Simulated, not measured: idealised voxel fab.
The name of this process module is voxel transistor to metal.
The figure presents cross-section cut, which has a width of 210 nm and is divided into square cells with an edge length of 5 nm.
Cross-sections here: square-cell grids, written as top-down lists of bands, a band being one or more rows of cells. Heads up on the band format: heights come first, top then bottom, in nm. After that it's the materials left to right, each with its width in nm. A single material flagged "everywhere" fills the whole band edge to edge, and "blank" means there's empty space there. Note: height 0 marks the level under which the wafer is uniformly one material as received. Lowest band unbounded below, written "top 0, no bottom". You'd read "30 to 40" like this: the band's top row of cells is as wide as the first number, its bottom row is as wide as the second, and going down, every row changes width by the same amount as the row before did. Basically "everything unchanged" means that step didn't change any cell in the cross-section. Voids not open to the top, 8 cells minimum: see "Enclosed void entries". Written width x height at distance; distance is from the left edge; nm. On each step's line, the part that comes after the settings is the simulator's own comment on the step. For masked steps, "overlay nm" on the step line gives how far right of plan the mask actually lay; a minus sign means it lay to the left.
Steps in the process plan
| 1 | RECEIVE, material Si |
| 2 | CONFORMAL_DEP, material SiO2, thk nm 5 |
| 3 | CONFORMAL_DEP, material SiN, thk nm 15 |
| 4 | DIRECTIONAL_DEP, material aC, thk nm 10 |
| 5 | PATTERN, tone cover, mask id ACTIVE, material resist, width nm 115, thk nm 25, overlay nm 0 |
| 6 | DIRECTIONAL_ETCH, etch materials aC, depth nm 10 |
| 7 | STRIP, etch materials resist |
| 8 | DIRECTIONAL_ETCH, etch materials SiN, depth nm 15 |
| 9 | DIRECTIONAL_ETCH, etch materials SiO2, depth nm 5 |
| 10 | DIRECTIONAL_ETCH, etch materials Si, depth nm 20 |
| 11 | STRIP, etch materials aC |
| 12 | OXIDIZE, depth nm 5 |
| 13 | FILL_DEP, material SiO2, thk nm 15 |
| 14 | CMP, height nm 20 |
| 15 | SELECTIVE_ETCH, etch materials SiO2, depth nm 15 |
| 16 | STRIP, etch materials SiN |
| 17 | SELECTIVE_ETCH, etch materials SiO2, depth nm 5 |
| 18 | OXIDIZE, depth nm 5 |
| 19 | DIRECTIONAL_DEP, material polySi, thk nm 30 |
| 20 | DIRECTIONAL_DEP, material SiCN, thk nm 10 |
| 21 | PATTERN, tone cover, mask id GATE, material resist, width nm 25, thk nm 20, overlay nm 0 |
| 22 | DIRECTIONAL_ETCH, etch materials SiCN, depth nm 20 |
| 23 | DIRECTIONAL_ETCH, etch materials polySi, depth nm 40 |
| 24 | STRIP, etch materials resist |
| 25 | CONFORMAL_DEP, material SiO2, thk nm 5 |
| 26 | DIRECTIONAL_ETCH, etch materials SiO2, depth nm 5 |
| 27 | CONFORMAL_DEP, material SiN, thk nm 5 |
| 28 | DIRECTIONAL_ETCH, etch materials SiN, depth nm 5 |
| 29 | DIRECTIONAL_ETCH, etch materials SiO2, depth nm 5 |
| 30 | EPI, material SiGe, thk nm 5 |
| 31 | FILL_DEP, material SiO2, thk nm 10 |
| 32 | CMP, height nm 40 |
| 33 | DIRECTIONAL_DEP, material SiO2, thk nm 10 |
| 34 | MASKED_ETCH, tone open, mask id CONTACT, width nm 30, pitch nm 65, etch materials SiO2, depth nm 50, overlay nm 0 |
| 35 | CONFORMAL_DEP, material TiN, thk nm 5 |
| 36 | FILL_DEP, material W, thk nm 10 |
| 37 | CMP, height nm 50 |
| 38 | CONFORMAL_DEP, material SiN, thk nm 5 |
| 39 | DIRECTIONAL_DEP, material SiO2, thk nm 20 |
| 40 | MASKED_ETCH, tone open, mask id METAL_1, width nm 15, pitch nm 80, etch materials SiO2, depth nm 20, overlay nm 0 |
| 41 | MASKED_ETCH, tone open, mask id METAL_1, width nm 15, pitch nm 80, etch materials SiN, depth nm 5, overlay nm -15 |
| 42 | CONFORMAL_DEP, material TiN, thk nm 5 |
| 43 | FILL_DEP, material W, thk nm 10 |
| 44 | CMP, height nm 75 |
| 45 | EPI, material Ru, thk nm 5 |
| 46 | FILL_DEP, material SiCN, thk nm 5 |
Variable across wafers: step 41 overlay nm (plan value is that of the first wafer; starting state common to all).
Cross-section of the first of several wafers as received (after step 1)
    top 0, no bottom | Si everywhere
    Enclosed void entries: none
The following table contains a row per wafer, in which are reported, at the conclusion of the module, the cells of each material gained (+) or lost (-) since the wafer's receipt, with its closed voids given thereafter
overlay nm -15 | +10 Ru | -126 Si | +84 SiCN | +14 SiGe | +58 SiN | +516 SiO2 | +66 TiN | +62 W | +30 polySi | Enclosed void entries: none
overlay nm -10 | +10 Ru | -126 Si | +84 SiCN | +14 SiGe | +56 SiN | +516 SiO2 | +68 TiN | +62 W | +30 polySi | Enclosed void entries: none
overlay nm -5 | +10 Ru | -126 Si | +84 SiCN | +14 SiGe | +54 SiN | +516 SiO2 | +70 TiN | +62 W | +30 polySi | Enclosed void entries: none
overlay nm 0 | +10 Ru | -126 Si | +84 SiCN | +14 SiGe | +52 SiN | +516 SiO2 | +70 TiN | +64 W | +30 polySi | Enclosed void entries: none
overlay nm 5 | +10 Ru | -126 Si | +84 SiCN | +14 SiGe | +54 SiN | +516 SiO2 | +70 TiN | +62 W | +30 polySi | Enclosed void entries: none
overlay nm 10 | +10 Ru | -126 Si | +84 SiCN | +14 SiGe | +56 SiN | +516 SiO2 | +68 TiN | +62 W | +30 polySi | Enclosed void entries: none
overlay nm 15 | +10 Ru | -126 Si | +84 SiCN | +14 SiGe | +58 SiN | +516 SiO2 | +66 TiN | +62 W | +30 polySi | Enclosed void entries: none
